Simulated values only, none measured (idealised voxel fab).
Presented below is a process module, voxel ribs on slabs.
Section cut is 275 nm wide and gridded with 5 nm square cells.
Just so we're on the same page, the cross-sections are grids of square cells, and they're listed out in bands top to bottom, each band one or more rows deep. Band: top height; bottom height; in nm. Then, left to right: material with width in nm, for each material. "all across": a single material spanning edge to edge. "blank": empty space. The level at which height equals 0 is the one under which the wafer, as it arrives, is entirely one material. No lower edge exists for the bottom band, which continues downward and is notated as in "0 down". Width "30..40": first value at the band's top row of cells, second value at its bottom row, equal change from row to row. "remained the same" means the step left every cell of the cross-section as it was. Under "Enclosed void inventory" you'll find the enclosed gaps, the ones with no way out to the top, that are 8 cells or bigger; each reads width x height at distance, with distance counted from the left edge, everything in nm. Past the settings on a step's line: simulator remark, on that step. Regarding "overlay nm": on a step with a mask, it is the distance the mask lay to the right of its planned place; a negative value places it to the left.

THE STEPS PLANNED FOR THE PROCESS ARE AS FOLLOWS
- 1: RECEIVE [material Si]
- 2: DIRECTIONAL_DEP [material SiO2] [thk nm 20]
- 3: DIRECTIONAL_DEP [material polySi] [thk nm 15]
- 4: DIRECTIONAL_DEP [material aC] [thk nm 15]
- 5: PATTERN [tone cover] [mask id RIB] [material resist] [width nm 15] [thk nm 30] [overlay nm 0]
- 6: DIRECTIONAL_ETCH [etch materials aC] [depth nm 15]
- 7: STRIP [etch materials resist]
- 8: DIRECTIONAL_ETCH [etch materials polySi] [depth nm 10]
- 9: STRIP [etch materials aC]
- 10: MASKED_ETCH [tone cover] [mask id SLAB] [width nm 75] [etch materials polySi] [depth nm 5] [overlay nm 0]
- 11: FILL_DEP [material SiO2] [thk nm 15]
- 12: CMP [height nm 45]
- 13: DIRECTIONAL_DEP [material W] [thk nm 10]
- 14: MASKED_ETCH [tone cover] [mask id HEATER] [width nm 25] [etch materials W] [depth nm 10] [overlay nm 0]
- 15: CONFORMAL_DEP [material SiO2] [thk nm 5]

RECEIVED-STATE CROSS-SECTION, REFLECTING COMPLETION OF STEP 1
* 0 down  Si all across
* Enclosed void inventory: none

END-OF-MODULE CROSS-SECTION OF THE FIRST OF TWO WAFERS, PROCESSED AS PLANNED
* 60 to 55  120 of blank, 35 of SiO2, 120 of blank
* 55 to 50  120 of blank, 5 of SiO2, 25 of W, 5 of SiO2, 120 of blank
* 50 to 45  125 of SiO2, 25 of W, 125 of SiO2
* 45 to 35  SiO2 all across
* 35 to 25  130 of SiO2, 15 of polySi, 130 of SiO2
* 25 to 20  100 of SiO2, 75 of polySi, 100 of SiO2
* 20 to 0  SiO2 all across
* 0 down  Si all across
* Enclosed void inventory: none

SO THIS IS WAFER NUMBER TWO OF THE TWO, CUT AT THE END OF THE MODULE - IT STARTED WHERE THE FIRST DID AND HAD THE SAME PLAN, WE JUST GOT ONE THING WRONG RUNNING IT
* 60 to 55  120 of blank, 35 of SiO2, 120 of blank
* 55 to 50  120 of blank, 5 of SiO2, 25 of W, 5 of SiO2, 120 of blank
* 50 to 45  125 of SiO2, 25 of W, 125 of SiO2
* 45 to 30  SiO2 all across
* 30 to 25  130 of SiO2, 15 of polySi, 130 of SiO2
* 25 to 20  100 of polySi, 30 of SiO2, 15 of polySi, 30 of SiO2, 100 of polySi
* 20 to 0  SiO2 all across
* 0 down  Si all across
* Enclosed void inventory: none
Plan not followed: step 10 ran with different settings than intended, the actual operation and settings being MASKED_ETCH [tone open] [mask id SLAB] [width nm 75] [etch materials polySi] [depth nm 5] [overlay nm 0]
at the end the second wafer has, in cells: -25 SiO2, +25 polySi
